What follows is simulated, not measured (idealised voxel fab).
The name of this process module is voxel trench capacitor.
Cross-sectional view cut (width: 160 nm; square cell size: 5 nm).
Each cross-section below is a grid of square cells, stated as bands in top-down order, with one or more rows of cells making up each band. Top height, bottom height, nm. Materials left to right, width each, nm. Single material + "full width" = fills band edge to edge. "blank" = empty. The level at which height equals 0 is the one under which the wafer, as it arrives, is entirely one material. No lower edge exists for the bottom band, which continues downward and is notated as in "0..down". With a width like "30 to 40", each row of cells in the band differs from the next by the same amount, the top row carrying the first number and the bottom row the second. No cell of the cross-section changed in a step that is given as "no change occurred". Heads up: "Unvented voids" only lists the empty pockets with no open path to the top that are 8 cells or more, and it writes them as width x height at distance, distance from the left edge, in nm. Past the settings on a step's line: simulator remark, on that step. overlay nm, on a step with a mask: how far to the right of its planned place the mask lay; to the left if negative.
List of planned process steps:
| 1 | RECEIVE (material Si) |
| 2 | CONFORMAL_DEP (material SiN; thk nm 5) |
| 3 | DIRECTIONAL_DEP (material aC; thk nm 15) |
| 4 | PATTERN (tone open; mask id TRENCH; material resist; width nm 25; pitch nm 45; thk nm 35; overlay nm 0) |
| 5 | DIRECTIONAL_ETCH (etch materials aC; depth nm 15) |
| 6 | STRIP (etch materials resist) |
| 7 | DIRECTIONAL_ETCH (etch materials SiN; depth nm 5) |
| 8 | DIRECTIONAL_ETCH (etch materials Si; depth nm 30) |
| 9 | STRIP (etch materials aC) |
| 10 | CONFORMAL_DEP (material Al2O3; thk nm 5) |
| 11 | CONFORMAL_DEP (material TiN; thk nm 5) |
| 12 | FILL_DEP (material W; thk nm 10) |
| 13 | CMP (height nm 5) |
First of two wafers - as planned:
Cross-section of the wafer upon arrival, representing the state reached after step 1:
	0..down = Si full width
	Unvented voids: none
Upon completion of step 2, the wafer appears in cross-section as shown:
	5..0 = SiN full width
	below 0: unchanged
Upon completion of step 3, the wafer appears in cross-section as shown:
	20..5 = aC full width
	below 5: unchanged
Upon completion of step 4, the wafer appears in cross-section as shown:
	55..20 = resist 45; blank 25; resist 20; blank 25; resist 45
	below 20: unchanged
Upon completion of step 5, the wafer appears in cross-section as shown:
	40..20 = resist 45; blank 25; resist 20; blank 25; resist 45
	20..5 = aC 45; blank 25; aC 20; blank 25; aC 45
	below 5: unchanged
Upon completion of step 6, the wafer appears in cross-section as shown:
	20..5 = aC 45; blank 25; aC 20; blank 25; aC 45
	below 5: unchanged
Upon completion of step 7, the wafer appears in cross-section as shown:
	20..5 = aC 45; blank 25; aC 20; blank 25; aC 45
	5..0 = SiN 45; blank 25; SiN 20; blank 25; SiN 45
	below 0: unchanged
Upon completion of step 8, the wafer appears in cross-section as shown:
	20..5 = aC 45; blank 25; aC 20; blank 25; aC 45
	5..0 = SiN 45; blank 25; SiN 20; blank 25; SiN 45
	0..-30 = Si 45; blank 25; Si 20; blank 25; Si 45
	below -30: unchanged
Upon completion of step 9, the wafer appears in cross-section as shown:
	5..0 = SiN 45; blank 25; SiN 20; blank 25; SiN 45
	below 0: unchanged
Upon completion of step 10, the wafer appears in cross-section as shown:
	10..5 = Al2O3 50; blank 15; Al2O3 30; blank 15; Al2O3 50
	5..0 = SiN 45; Al2O3 5; blank 15; Al2O3 5; SiN 20; Al2O3 5; blank 15; Al2O3 5; SiN 45
	0..-25 = Si 45; Al2O3 5; blank 15; Al2O3 5; Si 20; Al2O3 5; blank 15; Al2O3 5; Si 45
	-25..-30 = Si 45; Al2O3 25; Si 20; Al2O3 25; Si 45
	below -30: unchanged
Upon completion of step 11, the wafer appears in cross-section as shown:
	15..10 = TiN 55; blank 5; TiN 40; blank 5; TiN 55
	10..5 = Al2O3 50; TiN 5; blank 5; TiN 5; Al2O3 30; TiN 5; blank 5; TiN 5; Al2O3 50
	5..0 = SiN 45; Al2O3 5; TiN 5; blank 5; TiN 5; Al2O3 5; SiN 20; Al2O3 5; TiN 5; blank 5; TiN 5; Al2O3 5; SiN 45
	0..-20 = Si 45; Al2O3 5; TiN 5; blank 5; TiN 5; Al2O3 5; Si 20; Al2O3 5; TiN 5; blank 5; TiN 5; Al2O3 5; Si 45
	-20..-25 = Si 45; Al2O3 5; TiN 15; Al2O3 5; Si 20; Al2O3 5; TiN 15; Al2O3 5; Si 45
	below -25: unchanged
Upon completion of step 12, the wafer appears in cross-section as shown:
	25..15 = W full width
	15..10 = TiN 55; W 5; TiN 40; W 5; TiN 55
	10..5 = Al2O3 50; TiN 5; W 5; TiN 5; Al2O3 30; TiN 5; W 5; TiN 5; Al2O3 50
	5..0 = SiN 45; Al2O3 5; TiN 5; W 5; TiN 5; Al2O3 5; SiN 20; Al2O3 5; TiN 5; W 5; TiN 5; Al2O3 5; SiN 45
	0..-20 = Si 45; Al2O3 5; TiN 5; W 5; TiN 5; Al2O3 5; Si 20; Al2O3 5; TiN 5; W 5; TiN 5; Al2O3 5; Si 45
	below -20: unchanged
Upon completion of step 13, the wafer appears in cross-section as shown:
	5..0 = SiN 45; Al2O3 5; TiN 5; W 5; TiN 5; Al2O3 5; SiN 20; Al2O3 5; TiN 5; W 5; TiN 5; Al2O3 5; SiN 45
	below 0: unchanged
Second Wafer (Identical Start and Plan, One Processing Error; Matches First Wafer Through Step 3):
Second wafer shown in cross-section at the time step 4 was slated to end:
	55..20 = resist 40; blank 25; resist 20; blank 25; resist 50
	below 20: unchanged
Second wafer shown in cross-section at the time step 5 was slated to end:
	40..20 = resist 40; blank 25; resist 20; blank 25; resist 50
	20..5 = aC 40; blank 25; aC 20; blank 25; aC 50
	below 5: unchanged
Second wafer shown in cross-section at the time step 6 was slated to end:
	20..5 = aC 40; blank 25; aC 20; blank 25; aC 50
	below 5: unchanged
Second wafer shown in cross-section at the time step 7 was slated to end:
	20..5 = aC 40; blank 25; aC 20; blank 25; aC 50
	5..0 = SiN 40; blank 25; SiN 20; blank 25; SiN 50
	below 0: unchanged
Second wafer shown in cross-section at the time step 8 was slated to end:
	20..5 = aC 40; blank 25; aC 20; blank 25; aC 50
	5..0 = SiN 40; blank 25; SiN 20; blank 25; SiN 50
	0..-30 = Si 40; blank 25; Si 20; blank 25; Si 50
	below -30: unchanged
Second wafer shown in cross-section at the time step 9 was slated to end:
	5..0 = SiN 40; blank 25; SiN 20; blank 25; SiN 50
	below 0: unchanged
Second wafer shown in cross-section at the time step 10 was slated to end:
	10..5 = Al2O3 45; blank 15; Al2O3 30; blank 15; Al2O3 55
	5..0 = SiN 40; Al2O3 5; blank 15; Al2O3 5; SiN 20; Al2O3 5; blank 15; Al2O3 5; SiN 50
	0..-25 = Si 40; Al2O3 5; blank 15; Al2O3 5; Si 20; Al2O3 5; blank 15; Al2O3 5; Si 50
	-25..-30 = Si 40; Al2O3 25; Si 20; Al2O3 25; Si 50
	below -30: unchanged
Second wafer shown in cross-section at the time step 11 was slated to end:
	15..10 = TiN 50; blank 5; TiN 40; blank 5; TiN 60
	10..5 = Al2O3 45; TiN 5; blank 5; TiN 5; Al2O3 30; TiN 5; blank 5; TiN 5; Al2O3 55
	5..0 = SiN 40; Al2O3 5; TiN 5; blank 5; TiN 5; Al2O3 5; SiN 20; Al2O3 5; TiN 5; blank 5; TiN 5; Al2O3 5; SiN 50
	0..-20 = Si 40; Al2O3 5; TiN 5; blank 5; TiN 5; Al2O3 5; Si 20; Al2O3 5; TiN 5; blank 5; TiN 5; Al2O3 5; Si 50
	-20..-25 = Si 40; Al2O3 5; TiN 15; Al2O3 5; Si 20; Al2O3 5; TiN 15; Al2O3 5; Si 50
	below -25: unchanged
Second wafer shown in cross-section at the time step 12 was slated to end:
	25..15 = W full width
	15..10 = TiN 50; W 5; TiN 40; W 5; TiN 60
	10..5 = Al2O3 45; TiN 5; W 5; TiN 5; Al2O3 30; TiN 5; W 5; TiN 5; Al2O3 55
	5..0 = SiN 40; Al2O3 5; TiN 5; W 5; TiN 5; Al2O3 5; SiN 20; Al2O3 5; TiN 5; W 5; TiN 5; Al2O3 5; SiN 50
	0..-20 = Si 40; Al2O3 5; TiN 5; W 5; TiN 5; Al2O3 5; Si 20; Al2O3 5; TiN 5; W 5; TiN 5; Al2O3 5; Si 50
	below -20: unchanged
Second wafer shown in cross-section at the time step 13 was slated to end:
	5..0 = SiN 40; Al2O3 5; TiN 5; W 5; TiN 5; Al2O3 5; SiN 20; Al2O3 5; TiN 5; W 5; TiN 5; Al2O3 5; SiN 50
	below 0: unchanged
Deviation from plan: step 4 was processed under conditions differing from the plan, specifically as PATTERN (tone open; mask id TRENCH; material resist; width nm 25; pitch nm 45; thk nm 35; overlay nm -5)
End check, second vs first wafer: material counts in cells match, positions do not.
